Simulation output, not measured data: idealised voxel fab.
voxel fin reveal: a process module
220 nm wide, 5 nm square cells: that's cross-section cut.
A cross-section in this document is a grid of square cells, and it is written down as bands, the top band listed before the ones below it; a band is made up of one or more rows of cells. For a band, the entry starts with two heights in nm, that of the top and then that of the bottom, and carries on with the band's materials in order from left to right, each alongside its width in nm; the word "all across" beside a single material means it fills the band edge to edge, and "air" means empty space. The level at which height equals 0 is the one under which the wafer, as it arrives, is entirely one material. No lower edge exists for the bottom band, which continues downward and is notated as in "0 -> down". You'd read "30..40" like this: the band's top row of cells is as wide as the first number, its bottom row is as wide as the second, and going down, every row changes width by the same amount as the row before did. Given "same as before" for a step, no cell of the cross-section differs between before and after that step. Look at "Entrapped void list" for the closed voids: empty spaces with no open path to the top, sized 8 cells or up. Each is width x height at distance, distance from the left edge, all nm. Past the settings on a step's line: simulator remark, on that step. On any step carrying a mask, the "overlay nm" setting, if present on the step's line, tells how far right of its planned place the mask lay; negative values point to the left.

## The following list gives the planned process steps
1: op RECEIVE | material Si
2: op CONFORMAL_DEP | material SiN | thk nm 10
3: op MASKED_ETCH | tone cover | mask id FINS | width nm 15 | pitch nm 35 | etch materials SiN | depth nm 10 | overlay nm 0
4: op MASKED_ETCH | tone cover | mask id FINS | width nm 15 | pitch nm 35 | etch materials Si | depth nm 40 | overlay nm 0
5: op OXIDIZE | depth nm 5
6: op FILL_DEP | material SiO2 | thk nm 15
7: op CMP | height nm 10
8: op SELECTIVE_ETCH | etch materials SiO2 | depth nm 30
9: op STRIP | etch materials SiN

## first wafer, as planned

## Incoming wafer, cross-sectional view, post step 1
  0 -> down | Si all across
  Entrapped void list: none

## Presented here is a cross-section of the wafer after step 2 has been performed
  10 -> 0 | SiN all across
  Everything below 0 is unchanged.

## Presented here is a cross-section of the wafer after step 3 has been performed
  10 -> 0 | air: 65 | SiN: 15 | air: 20 | SiN: 15 | air: 20 | SiN: 15 | air: 70
  Everything below 0 is unchanged.

## Presented here is a cross-section of the wafer after step 4 has been performed
  10 -> 0 | air: 65 | SiN: 15 | air: 20 | SiN: 15 | air: 20 | SiN: 15 | air: 70
  0 -> -40 | air: 65 | Si: 15 | air: 20 | Si: 15 | air: 20 | Si: 15 | air: 70
  Everything below -40 is unchanged.

## Presented here is a cross-section of the wafer after step 5 has been performed
  10 -> 0 | air: 65 | SiN: 15 | air: 20 | SiN: 15 | air: 20 | SiN: 15 | air: 70
  0 -> -40 | air: 65 | SiO2: 5 | Si: 5 | SiO2: 5 | air: 20 | SiO2: 5 | Si: 5 | SiO2: 5 | air: 20 | SiO2: 5 | Si: 5 | SiO2: 5 | air: 70
  -40 -> -45 | SiO2: 70 | Si: 5 | SiO2: 30 | Si: 5 | SiO2: 30 | Si: 5 | SiO2: 75
  Everything below -45 is unchanged.

## Presented here is a cross-section of the wafer after step 6 has been performed
  25 -> 10 | SiO2 all across
  10 -> 0 | SiO2: 65 | SiN: 15 | SiO2: 20 | SiN: 15 | SiO2: 20 | SiN: 15 | SiO2: 70
  0 -> -45 | SiO2: 70 | Si: 5 | SiO2: 30 | Si: 5 | SiO2: 30 | Si: 5 | SiO2: 75
  Everything below -45 is unchanged.

## Presented here is a cross-section of the wafer after step 7 has been performed
  10 -> 0 | SiO2: 65 | SiN: 15 | SiO2: 20 | SiN: 15 | SiO2: 20 | SiN: 15 | SiO2: 70
  Everything below 0 is unchanged.

## Presented here is a cross-section of the wafer after step 8 has been performed
  10 -> 0 | air: 65 | SiN: 15 | air: 20 | SiN: 15 | air: 20 | SiN: 15 | air: 70
  0 -> -20 | air: 70 | Si: 5 | air: 30 | Si: 5 | air: 30 | Si: 5 | air: 75
  Everything below -20 is unchanged.

## Presented here is a cross-section of the wafer after step 9 has been performed
  0 -> -20 | air: 70 | Si: 5 | air: 30 | Si: 5 | air: 30 | Si: 5 | air: 75
  Everything below -20 is unchanged.

## Wafer two of two - same starting point, same process plan, one mistake in execution; matches wafer one up to and including step 2

## Second wafer shown in cross-section at the time step 3 was slated to end
  10 -> 0 | SiN: 65 | air: 15 | SiN: 20 | air: 15 | SiN: 20 | air: 15 | SiN: 70
  Everything below 0 is unchanged.

Second wafer shown in cross-section at the time step 4 was slated to end: same as before

## Second wafer shown in cross-section at the time step 5 was slated to end
  10 -> 0 | SiN: 65 | air: 15 | SiN: 20 | air: 15 | SiN: 20 | air: 15 | SiN: 70
  0 -> -5 | Si: 60 | SiO2: 25 | Si: 10 | SiO2: 25 | Si: 10 | SiO2: 25 | Si: 65
  Everything below -5 is unchanged.

## Second wafer shown in cross-section at the time step 6 was slated to end
  25 -> 10 | SiO2 all across
  10 -> 0 | SiN: 65 | SiO2: 15 | SiN: 20 | SiO2: 15 | SiN: 20 | SiO2: 15 | SiN: 70
  Everything below 0 is unchanged.

## Second wafer shown in cross-section at the time step 7 was slated to end
  10 -> 0 | SiN: 65 | SiO2: 15 | SiN: 20 | SiO2: 15 | SiN: 20 | SiO2: 15 | SiN: 70
  Everything below 0 is unchanged.

## Second wafer shown in cross-section at the time step 8 was slated to end
  10 -> 0 | SiN: 65 | air: 15 | SiN: 20 | air: 15 | SiN: 20 | air: 15 | SiN: 70
  0 -> -5 | Si: 60 | air: 25 | Si: 10 | air: 25 | Si: 10 | air: 25 | Si: 65
  Everything below -5 is unchanged.

## Second wafer shown in cross-section at the time step 9 was slated to end
  0 -> -5 | Si: 60 | air: 25 | Si: 10 | air: 25 | Si: 10 | air: 25 | Si: 65
  Everything below -5 is unchanged.
What was the processing mistake? contrary to plan, step 3 was performed as op MASKED_ETCH | tone open | mask id FINS | width nm 15 | pitch nm 35 | etch materials SiN | depth nm 10 | overlay nm 0
End check, counted in cells, second wafer has more or fewer of these materials than the first: +354 Si; -205 SiO2
